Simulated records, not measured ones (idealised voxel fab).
process module | voxel fin reveal
Square cells of 5 nm make up the cross-section cut, whose width is 235 nm.
This document writes a cross-section as a grid whose cells are square, and gives it as bands, listed from the top down; one or more rows of cells form a band.
Quick guide to a band line: top height, bottom height (nm) up front; then every material left to right with its width in nm. Only one material and it's marked "full width"? Then it fills the band edge to edge. And "blank" just means empty space.
Height 0 is the level under which the wafer as received is all one material. The lowest band goes on downwards, as in "0..down".
A width such as "30 to 40" changes by the same amount from each row of cells to the next, from the band's top row to its bottom row.
Given "stayed the same" for a step, no cell of the cross-section differs between before and after that step.
Basically, "Unvented voids" tells you about the enclosed voids: empty spaces with no open way to the top, 8 cells or bigger, each written width x height at distance, where distance is from the left edge, all in nm.
Whatever follows a step's settings on its line is a remark the simulator itself makes about that step.
"overlay nm" denotes, for a step that has a mask, the displacement of the mask to the right of its planned place, with negative values corresponding to the left.

### The following list gives the planned process steps
1. RECEIVE,material Si
2. CONFORMAL_DEP,material SiN,thk nm 5
3. PATTERN,tone cover,mask id FINS,material resist,width nm 15,pitch nm 35,thk nm 15,overlay nm 0
4. DIRECTIONAL_ETCH,etch materials SiN,depth nm 5
5. DIRECTIONAL_ETCH,etch materials Si,depth nm 30
6. STRIP,etch materials resist
7. OXIDIZE,depth nm 5
8. FILL_DEP,material SiO2,thk nm 10
9. CMP,height nm 5
10. SELECTIVE_ETCH,etch materials SiO2,depth nm 15
11. STRIP,etch materials SiN
12. CONFORMAL_DEP,material SiO2,thk nm 5

### The cross-section here shows the wafer as received, i.e. in its state after step 1
- 0..down = Si full width
- Unvented voids: none

### Cross-sectional view of the first of the two wafers upon completion of the module, processed in accordance with the plan
- 5..0 = blank 90 nm | SiO2 15 nm | blank 20 nm | SiO2 15 nm | blank 95 nm
- 0..-5 = blank 90 nm | SiO2 5 nm | Si 5 nm | SiO2 5 nm | blank 20 nm | SiO2 5 nm | Si 5 nm | SiO2 5 nm | blank 95 nm
- -5..-35 = SiO2 95 nm | Si 5 nm | SiO2 30 nm | Si 5 nm | SiO2 100 nm
- -35..down = Si full width
- Unvented voids: none

### Wafer two cross-section, module end. Start and plan unchanged from wafer one; one mistake made during the run
- 5..0 = blank 90 nm | SiO2 15 nm | blank 20 nm | SiO2 15 nm | blank 95 nm
- 0..-5 = blank 90 nm | SiO2 5 nm | Si 5 nm | SiO2 5 nm | blank 20 nm | SiO2 5 nm | Si 5 nm | SiO2 5 nm | blank 95 nm
- -5..-45 = SiO2 95 nm | Si 5 nm | SiO2 30 nm | Si 5 nm | SiO2 100 nm
- -45..down = Si full width
- Unvented voids: none
Run error: heads up, step 5 didn't go per plan, it actually ran as DIRECTIONAL_ETCH,etch materials Si,depth nm 40
Cell-count delta at end, second wafer over first, by material: -90 Si | +90 SiO2
